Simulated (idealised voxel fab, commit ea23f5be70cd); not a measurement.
Title: Process Module voxel self aligned vias
The width of the displayed cross-section, cut, is 295 nm; its cells are square, with a size of 5 nm.
How to read a cross-section here: the picture is a grid of square cells, written as bands going from the top down, and any band can span one or more rows of cells.
A band entry consists of two parts. The first gives the height of the band's top and the height of its bottom, in nm. The rest lists the band's materials from left to right, each with its width in nm. A single material labelled with the word "everywhere" fills the band from edge to edge, and the word "air" marks empty space.
All heights in this document are referenced to 0, defined as the level beneath which the wafer, as received, consists entirely of one material. The lowest band is not bounded below; it extends indefinitely downward and is written in the form "0 and below".
Width "30->40": first value at the band's top row of cells, second value at its bottom row, equal change from row to row.
Basically "remained unchanged" means that step didn't change any cell in the cross-section.
Under "Sealed internal voids" you'll find the enclosed gaps, the ones with no way out to the top, that are 8 cells or bigger; each reads width x height at distance, with distance counted from the left edge, everything in nm.
Anything after a step's settings on that line? It's the simulator's own note about the step.
For masked steps, "overlay nm" on the step line gives how far right of plan the mask actually lay; a minus sign means it lay to the left.
Reading guide: pairs of cross-sections, before and after one process step; after view cut off at lowest changed band; step and settings listed under each pair. Pairs may stem from different runs of this module on the same starting wafer; continuity with the pair above only where the "Before processing" entry states it.

Before processing
- 60 down to 55: 95 of TiN | 40 of air | 160 of TiN
- 55 down to 40: 90 of SiO2 | 5 of TiN | 40 of air | 5 of TiN | 155 of SiO2
- 40 down to 35: 90 of SiN | 15 of TiN | 20 of air | 15 of TiN | 155 of SiN
- 35 down to 30: 100 of SiO2 | 30 of TiN | 35 of SiO2 | 30 of SiN | 100 of SiO2
- 30 down to 20: 100 of SiO2 | 5 of TiN | 20 of Ru | 5 of TiN | 35 of SiO2 | 5 of TiN | 20 of Ru | 5 of TiN | 100 of SiO2
- 20 down to 15: 100 of SiO2 | 30 of TiN | 35 of SiO2 | 30 of TiN | 100 of SiO2
- 15 down to 10: SiCN everywhere
- 10 down to 0: SiO2 everywhere
- 0 and below: Si everywhere
- Sealed internal voids: none

Resulting Structure
- 65 down to 60: Ru everywhere
- 60 down to 55: 95 of TiN | 40 of Ru | 160 of TiN
- 55 down to 40: 90 of SiO2 | 5 of TiN | 40 of Ru | 5 of TiN | 155 of SiO2
- 40 down to 35: 90 of SiN | 15 of TiN | 20 of Ru | 15 of TiN | 155 of SiN
- below 35: unchanged
- Sealed internal voids: none
Between the two cross-sections shown above, the process step is FILL_DEP [material Ru] [thk nm 5]

Before processing: cross-section not repeated; it is the one shown after the step in the pair just above.

Resulting Structure
- 55 down to 40: 90 of SiO2 | 5 of TiN | 40 of Ru | 5 of TiN | 155 of SiO2
- below 40: unchanged
- Sealed internal voids: none
Between the two cross-sections shown above, the process step is CMP [height nm 55]

Before processing: cross-section not repeated; it is the one shown after the step in the pair just above.

Resulting Structure
- 60 down to 55: SiCN everywhere
- below 55: unchanged
- Sealed internal voids: none
Between the two cross-sections shown above, the process step is CONFORMAL_DEP [material SiCN] [thk nm 5]

Before processing
- 55 down to 40: SiO2 everywhere
- 40 down to 30: 100 of SiO2 | 30 of SiN | 35 of SiO2 | 30 of SiN | 100 of SiO2
- 30 down to 25: 100 of SiO2 | 5 of TiN | 20 of Ru | 5 of TiN | 35 of SiO2 | 5 of TiN | 20 of Ru | 5 of TiN | 100 of SiO2
- 25 down to 20: 100 of SiO2 | 30 of TiN | 35 of SiO2 | 30 of TiN | 100 of SiO2
- 20 down to 15: SiCN everywhere
- 15 down to 0: SiO2 everywhere
- 0 and below: Si everywhere
- Sealed internal voids: none

Resulting Structure
- 55 down to 40: 90 of SiO2 | 55 of air | 150 of SiO2
- below 40: unchanged
- Sealed internal voids: none
Between the two cross-sections shown above, the process step is MASKED_ETCH [tone open] [mask id VIAS] [width nm 55] [etch materials SiO2] [depth nm 15] [overlay nm 0]

Before processing: cross-section not repeated; it is the one shown after the step in the pair just above.

Resulting Structure
- 55 down to 40: 90 of SiO2 | 55 of air | 150 of SiO2
- 40 down to 30: 100 of SiO2 | 30 of air | 35 of SiO2 | 30 of SiN | 100 of SiO2
- below 30: unchanged
- Sealed internal voids: none
Between the two cross-sections shown above, the process step is MASKED_ETCH [tone open] [mask id VIAS] [width nm 50] [etch materials SiN] [depth nm 10] [overlay nm 0]

Before processing: cross-section not repeated; it is the one shown after the step in the pair just above.

Resulting Structure
- 60 down to 55: 95 of TiN | 45 of air | 155 of TiN
- 55 down to 45: 90 of SiO2 | 5 of TiN | 45 of air | 5 of TiN | 150 of SiO2
- 45 down to 40: 90 of SiO2 | 15 of TiN | 20 of air | 20 of TiN | 150 of SiO2
- 40 down to 35: 100 of SiO2 | 5 of TiN | 20 of air | 5 of TiN | 35 of SiO2 | 30 of SiN | 100 of SiO2
- 35 down to 30: 100 of SiO2 | 30 of TiN | 35 of SiO2 | 30 of SiN | 100 of SiO2
- below 30: unchanged
- Sealed internal voids: none
Between the two cross-sections shown above, the process step is CONFORMAL_DEP [material TiN] [thk nm 5]

Before processing: cross-section not repeated; it is the one shown after the step in the pair just above.

Resulting Structure
- 65 down to 60: Ru everywhere
- 60 down to 55: 95 of TiN | 45 of Ru | 155 of TiN
- 55 down to 45: 90 of SiO2 | 5 of TiN | 45 of Ru | 5 of TiN | 150 of SiO2
- 45 down to 40: 90 of SiO2 | 15 of TiN | 20 of Ru | 20 of TiN | 150 of SiO2
- 40 down to 35: 100 of SiO2 | 5 of TiN | 20 of Ru | 5 of TiN | 35 of SiO2 | 30 of SiN | 100 of SiO2
- below 35: unchanged
- Sealed internal voids: none
Between the two cross-sections shown above, the process step is FILL_DEP [material Ru] [thk nm 5]

Before processing: cross-section not repeated; it is the one shown after the step in the pair just above.

Resulting Structure
- 55 down to 45: 90 of SiO2 | 5 of TiN | 45 of Ru | 5 of TiN | 150 of SiO2
- below 45: unchanged
- Sealed internal voids: none
Between the two cross-sections shown above, the process step is CMP [height nm 55]

Before processing: cross-section not repeated; it is the one shown after the step in the pair just above.

Resulting Structure
- 60 down to 55: SiCN everywhere
- below 55: unchanged
- Sealed internal voids: none
Between the two cross-sections shown above, the process step is CONFORMAL_DEP [material SiCN] [thk nm 5]

Before processing
- 40 down to 20: SiO2 everywhere
- 20 down to 15: SiCN everywhere
- 15 down to 0: SiO2 everywhere
- 0 and below: Si everywhere
- Sealed internal voids: none

Resulting Structure
- 60 down to 40: 90 of resist | 30 of air | 35 of resist | 30 of air | 110 of resist
- below 40: unchanged
- Sealed internal voids: none
Between the two cross-sections shown above, the process step is PATTERN [tone open] [mask id LINES] [material resist] [width nm 30] [pitch nm 65] [thk nm 20] [overlay nm -10]

Before processing: cross-section not repeated; it is the one shown after the step in the pair just above.

Resulting Structure
- 60 down to 40: 90 of resist | 30 of air | 35 of resist | 30 of air | 110 of resist
- 40 down to 20: 90 of SiO2 | 30 of air | 35 of SiO2 | 30 of air | 110 of SiO2
- below 20: unchanged
- Sealed internal voids: none
Between the two cross-sections shown above, the process step is DIRECTIONAL_ETCH [etch materials SiO2] [depth nm 20]

Before processing: cross-section not repeated; it is the one shown after the step in the pair just above.

Resulting Structure
- 40 down to 20: 90 of SiO2 | 30 of air | 35 of SiO2 | 30 of air | 110 of SiO2
- below 20: unchanged
- Sealed internal voids: none
Between the two cross-sections shown above, the process step is STRIP [etch materials resist]

Before processing: cross-section not repeated; it is the one shown after the step in the pair just above.

Resulting Structure
- 45 down to 40: 95 of TiN | 20 of air | 45 of TiN | 20 of air | 115 of TiN
- 40 down to 25: 90 of SiO2 | 5 of TiN | 20 of air | 5 of TiN | 35 of SiO2 | 5 of TiN | 20 of air | 5 of TiN | 110 of SiO2
- 25 down to 20: 90 of SiO2 | 30 of TiN | 35 of SiO2 | 30 of TiN | 110 of SiO2
- below 20: unchanged
- Sealed internal voids: none
Between the two cross-sections shown above, the process step is CONFORMAL_DEP [material TiN] [thk nm 5]

Before processing: cross-section not repeated; it is the one shown after the step in the pair just above.

Resulting Structure
- 55 down to 45: Ru everywhere
- 45 down to 40: 95 of TiN | 20 of Ru | 45 of TiN | 20 of Ru | 115 of TiN
- 40 down to 25: 90 of SiO2 | 5 of TiN | 20 of Ru | 5 of TiN | 35 of SiO2 | 5 of TiN | 20 of Ru | 5 of TiN | 110 of SiO2
- below 25: unchanged
- Sealed internal voids: none
Between the two cross-sections shown above, the process step is FILL_DEP [material Ru] [thk nm 10]

Before processing: cross-section not repeated; it is the one shown after the step in the pair just above.

Resulting Structure
- 40 down to 25: 90 of SiO2 | 5 of TiN | 20 of Ru | 5 of TiN | 35 of SiO2 | 5 of TiN | 20 of Ru | 5 of TiN | 110 of SiO2
- below 25: unchanged
- Sealed internal voids: none
Between the two cross-sections shown above, the process step is CMP [height nm 40]

Before processing: cross-section not repeated; it is the one shown after the step in the pair just above.

Resulting Structure
- 40 down to 30: 90 of SiO2 | 30 of air | 35 of SiO2 | 30 of air | 110 of SiO2
- below 30: unchanged
- Sealed internal voids: none
Between the two cross-sections shown above, the process step is SELECTIVE_ETCH [etch materials W Ru TiN] [depth nm 10]

Before processing: cross-section not repeated; it is the one shown after the step in the pair just above.

Resulting Structure
- 50 down to 40: SiN everywhere
- 40 down to 30: 90 of SiO2 | 30 of SiN | 35 of SiO2 | 30 of SiN | 110 of SiO2
- below 30: unchanged
- Sealed internal voids: none
Between the two cross-sections shown above, the process step is FILL_DEP [material SiN] [thk nm 10]

Before processing: cross-section not repeated; it is the one shown after the step in the pair just above.

Resulting Structure
- 40 down to 30: 90 of SiO2 | 30 of SiN | 35 of SiO2 | 30 of SiN | 110 of SiO2
- below 30: unchanged
- Sealed internal voids: none
Between the two cross-sections shown above, the process step is CMP [height nm 40]

Before processing: cross-section not repeated; it is the one shown after the step in the pair just above.

Resulting Structure
- 55 down to 40: SiO2 everywhere
- below 40: unchanged
- Sealed internal voids: none
Between the two cross-sections shown above, the process step is DIRECTIONAL_DEP [material SiO2] [thk nm 15]

Before processing: cross-section not repeated; it is the one shown after the step in the pair just above.

Resulting Structure
- 55 down to 40: 90 of SiO2 | 50 of air | 155 of SiO2
- below 40: unchanged
- Sealed internal voids: none
Between the two cross-sections shown above, the process step is MASKED_ETCH [tone open] [mask id VIAS] [width nm 50] [etch materials SiO2] [depth nm 15] [overlay nm 0]

Before processing: cross-section not repeated; it is the one shown after the step in the pair just above.

Resulting Structure
- 55 down to 40: 90 of SiO2 | 50 of air | 155 of SiO2
- 40 down to 30: 90 of SiO2 | 30 of air | 35 of SiO2 | 30 of SiN | 110 of SiO2
- below 30: unchanged
- Sealed internal voids: none
Between the two cross-sections shown above, the process step is MASKED_ETCH [tone open] [mask id VIAS] [width nm 50] [etch materials SiN] [depth nm 10] [overlay nm 0]

Before processing: cross-section not repeated; it is the one shown after the step in the pair just above.

Resulting Structure
- 60 down to 55: 95 of TiN | 40 of air | 160 of TiN
- 55 down to 45: 90 of SiO2 | 5 of TiN | 40 of air | 5 of TiN | 155 of SiO2
- 45 down to 40: 90 of SiO2 | 5 of TiN | 20 of air | 25 of TiN | 155 of SiO2
- 40 down to 35: 90 of SiO2 | 5 of TiN | 20 of air | 5 of TiN | 35 of SiO2 | 30 of SiN | 110 of SiO2
- 35 down to 30: 90 of SiO2 | 30 of TiN | 35 of SiO2 | 30 of SiN | 110 of SiO2
- below 30: unchanged
- Sealed internal voids: none
Between the two cross-sections shown above, the process step is CONFORMAL_DEP [material TiN] [thk nm 5]

Before processing: cross-section not repeated; it is the one shown after the step in the pair just above.

Resulting Structure
- 65 down to 60: Ru everywhere
- 60 down to 55: 95 of TiN | 40 of Ru | 160 of TiN
- 55 down to 45: 90 of SiO2 | 5 of TiN | 40 of Ru | 5 of TiN | 155 of SiO2
- 45 down to 40: 90 of SiO2 | 5 of TiN | 20 of Ru | 25 of TiN | 155 of SiO2
- 40 down to 35: 90 of SiO2 | 5 of TiN | 20 of Ru | 5 of TiN | 35 of SiO2 | 30 of SiN | 110 of SiO2
- below 35: unchanged
- Sealed internal voids: none
Between the two cross-sections shown above, the process step is FILL_DEP [material Ru] [thk nm 5]

Before processing: cross-section not repeated; it is the one shown after the step in the pair just above.

Resulting Structure
- 55 down to 45: 90 of SiO2 | 5 of TiN | 40 of Ru | 5 of TiN | 155 of SiO2
- below 45: unchanged
- Sealed internal voids: none
Between the two cross-sections shown above, the process step is CMP [height nm 55]

Before processing: cross-section not repeated; it is the one shown after the step in the pair just above.

Resulting Structure
- 60 down to 55: SiCN everywhere
- below 55: unchanged
- Sealed internal voids: none
Between the two cross-sections shown above, the process step is CONFORMAL_DEP [material SiCN] [thk nm 5]

Before processing
- 60 down to 55: 95 of TiN | 40 of air | 160 of TiN
- 55 down to 45: 90 of SiO2 | 5 of TiN | 40 of air | 5 of TiN | 155 of SiO2
- 45 down to 40: 90 of SiO2 | 15 of TiN | 20 of air | 15 of TiN | 155 of SiO2
- 40 down to 35: 100 of SiO2 | 5 of TiN | 20 of air | 5 of TiN | 35 of SiO2 | 30 of SiN | 100 of SiO2
- 35 down to 30: 100 of SiO2 | 30 of TiN | 35 of SiO2 | 30 of SiN | 100 of SiO2
- 30 down to 25: 100 of SiO2 | 5 of TiN | 20 of Ru | 5 of TiN | 35 of SiO2 | 5 of TiN | 20 of Ru | 5 of TiN | 100 of SiO2
- 25 down to 20: 100 of SiO2 | 30 of TiN | 35 of SiO2 | 30 of TiN | 100 of SiO2
- 20 down to 15: SiCN everywhere
- 15 down to 0: SiO2 everywhere
- 0 and below: Si everywhere
- Sealed internal voids: none

Resulting Structure
- 65 down to 60: SiN everywhere
- 60 down to 55: 95 of TiN | 40 of SiN | 160 of TiN
- 55 down to 45: 90 of SiO2 | 5 of TiN | 40 of SiN | 5 of TiN | 155 of SiO2
- 45 down to 40: 90 of SiO2 | 15 of TiN | 20 of SiN | 15 of TiN | 155 of SiO2
- 40 down to 35: 100 of SiO2 | 5 of TiN | 20 of SiN | 5 of TiN | 35 of SiO2 | 30 of SiN | 100 of SiO2
- below 35: unchanged
- Sealed internal voids: none
Between the two cross-sections shown above, the process step is FILL_DEP [material SiN] [thk nm 5]

Before processing: cross-section not repeated; it is the one shown after the step in the pair just above.

Resulting Structure
- 55 down to 45: 90 of SiO2 | 5 of TiN | 40 of SiN | 5 of TiN | 155 of SiO2
- below 45: unchanged
- Sealed internal voids: none
Between the two cross-sections shown above, the process step is CMP [height nm 55]

Before processing: cross-section not repeated; it is the one shown after the step in the pair just above.

Resulting Structure
- 60 down to 55: SiCN everywhere
- below 55: unchanged
- Sealed internal voids: none
Between the two cross-sections shown above, the process step is CONFORMAL_DEP [material SiCN] [thk nm 5]

Before processing
- 40 down to 20: SiO2 everywhere
- 20 down to 15: SiCN everywhere
- 15 down to 0: SiO2 everywhere
- 0 and below: Si everywhere
- Sealed internal voids: none

Resulting Structure
- 60 down to 40: 100 of air | 30 of resist | 35 of air | 30 of resist | 100 of air
- below 40: unchanged
- Sealed internal voids: none
Between the two cross-sections shown above, the process step is PATTERN [tone cover] [mask id LINES] [material resist] [width nm 30] [pitch nm 65] [thk nm 20] [overlay nm 0]

Before processing: cross-section not repeated; it is the one shown after the step in the pair just above.

Resulting Structure
- 60 down to 40: 100 of air | 30 of resist | 35 of air | 30 of resist | 100 of air
- 40 down to 20: 100 of air | 30 of SiO2 | 35 of air | 30 of SiO2 | 100 of air
- below 20: unchanged
- Sealed internal voids: none
Between the two cross-sections shown above, the process step is DIRECTIONAL_ETCH [etch materials SiO2] [depth nm 20]

Before processing: cross-section not repeated; it is the one shown after the step in the pair just above.

Resulting Structure
- 40 down to 20: 100 of air | 30 of SiO2 | 35 of air | 30 of SiO2 | 100 of air
- below 20: unchanged
- Sealed internal voids: none
Between the two cross-sections shown above, the process step is STRIP [etch materials resist]

Before processing: cross-section not repeated; it is the one shown after the step in the pair just above.

Resulting Structure
- 45 down to 40: 95 of air | 40 of TiN | 25 of air | 40 of TiN | 95 of air
- 40 down to 25: 95 of air | 5 of TiN | 30 of SiO2 | 5 of TiN | 25 of air | 5 of TiN | 30 of SiO2 | 5 of TiN | 95 of air
- 25 down to 20: 100 of TiN | 30 of SiO2 | 35 of TiN | 30 of SiO2 | 100 of TiN
- below 20: unchanged
- Sealed internal voids: none
Between the two cross-sections shown above, the process step is CONFORMAL_DEP [material TiN] [thk nm 5]

Before processing: cross-section not repeated; it is the one shown after the step in the pair just above.

Resulting Structure
- 55 down to 45: Ru everywhere
- 45 down to 40: 95 of Ru | 40 of TiN | 25 of Ru | 40 of TiN | 95 of Ru
- 40 down to 25: 95 of Ru | 5 of TiN | 30 of SiO2 | 5 of TiN | 25 of Ru | 5 of TiN | 30 of SiO2 | 5 of TiN | 95 of Ru
- below 25: unchanged
- Sealed internal voids: none
Between the two cross-sections shown above, the process step is FILL_DEP [material Ru] [thk nm 10]

Before processing: cross-section not repeated; it is the one shown after the step in the pair just above.

Resulting Structure
- 40 down to 25: 95 of Ru | 5 of TiN | 30 of SiO2 | 5 of TiN | 25 of Ru | 5 of TiN | 30 of SiO2 | 5 of TiN | 95 of Ru
- below 25: unchanged
- Sealed internal voids: none
Between the two cross-sections shown above, the process step is CMP [height nm 40]

Before processing: cross-section not repeated; it is the one shown after the step in the pair just above.

Resulting Structure
- 40 down to 30: 100 of air | 30 of SiO2 | 35 of air | 30 of SiO2 | 100 of air
- below 30: unchanged
- Sealed internal voids: none
Between the two cross-sections shown above, the process step is SELECTIVE_ETCH [etch materials W Ru TiN] [depth nm 10]

Before processing: cross-section not repeated; it is the one shown after the step in the pair just above.

Resulting Structure
- 50 down to 40: SiN everywhere
- 40 down to 30: 100 of SiN | 30 of SiO2 | 35 of SiN | 30 of SiO2 | 100 of SiN
- below 30: unchanged
- Sealed internal voids: none
Between the two cross-sections shown above, the process step is FILL_DEP [material SiN] [thk nm 10]

Before processing: cross-section not repeated; it is the one shown after the step in the pair just above.

Resulting Structure
- 40 down to 30: 100 of SiN | 30 of SiO2 | 35 of SiN | 30 of SiO2 | 100 of SiN
- below 30: unchanged
- Sealed internal voids: none
Between the two cross-sections shown above, the process step is CMP [height nm 40]

Before processing: cross-section not repeated; it is the one shown after the step in the pair just above.

Resulting Structure
- 55 down to 40: SiO2 everywhere
- below 40: unchanged
- Sealed internal voids: none
Between the two cross-sections shown above, the process step is DIRECTIONAL_DEP [material SiO2] [thk nm 15]

Before processing: cross-section not repeated; it is the one shown after the step in the pair just above.

Resulting Structure
- 55 down to 40: 90 of SiO2 | 50 of air | 155 of SiO2
- below 40: unchanged
- Sealed internal voids: none
Between the two cross-sections shown above, the process step is MASKED_ETCH [tone open] [mask id VIAS] [width nm 50] [etch materials SiO2] [depth nm 15] [overlay nm 0]

Before processing: cross-section not repeated; it is the one shown after the step in the pair just above.

Resulting Structure
- 55 down to 40: 90 of SiO2 | 50 of air | 155 of SiO2
- 40 down to 30: 90 of SiN | 10 of air | 30 of SiO2 | 10 of air | 25 of SiN | 30 of SiO2 | 100 of SiN
- below 30: unchanged
- Sealed internal voids: none
Between the two cross-sections shown above, the process step is MASKED_ETCH [tone open] [mask id VIAS] [width nm 50] [etch materials SiN] [depth nm 10] [overlay nm 0]

Before processing: cross-section not repeated; it is the one shown after the step in the pair just above.

Resulting Structure
- 60 down to 55: 95 of TiN | 40 of air | 160 of TiN
- 55 down to 45: 90 of SiO2 | 5 of TiN | 40 of air | 5 of TiN | 155 of SiO2
- 45 down to 40: 90 of SiO2 | 50 of TiN | 155 of SiO2
- 40 down to 30: 90 of SiN | 10 of TiN | 30 of SiO2 | 10 of TiN | 25 of SiN | 30 of SiO2 | 100 of SiN
- below 30: unchanged
- Sealed internal voids: none
Between the two cross-sections shown above, the process step is CONFORMAL_DEP [material TiN] [thk nm 5]

Before processing: cross-section not repeated; it is the one shown after the step in the pair just above.

Resulting Structure
- 65 down to 60: Ru everywhere
- 60 down to 55: 95 of TiN | 40 of Ru | 160 of TiN
- 55 down to 45: 90 of SiO2 | 5 of TiN | 40 of Ru | 5 of TiN | 155 of SiO2
- below 45: unchanged
- Sealed internal voids: none
Between the two cross-sections shown above, the process step is FILL_DEP [material Ru] [thk nm 5]

Before processing: cross-section not repeated; it is the one shown after the step in the pair just above.

Resulting Structure
- 55 down to 45: 90 of SiO2 | 5 of TiN | 40 of Ru | 5 of TiN | 155 of SiO2
- below 45: unchanged
- Sealed internal voids: none
Between the two cross-sections shown above, the process step is CMP [height nm 55]

Before processing: cross-section not repeated; it is the one shown after the step in the pair just above.

Resulting Structure
- 60 down to 55: SiCN everywhere
- below 55: unchanged
- Sealed internal voids: none
Between the two cross-sections shown above, the process step is CONFORMAL_DEP [material SiCN] [thk nm 5]
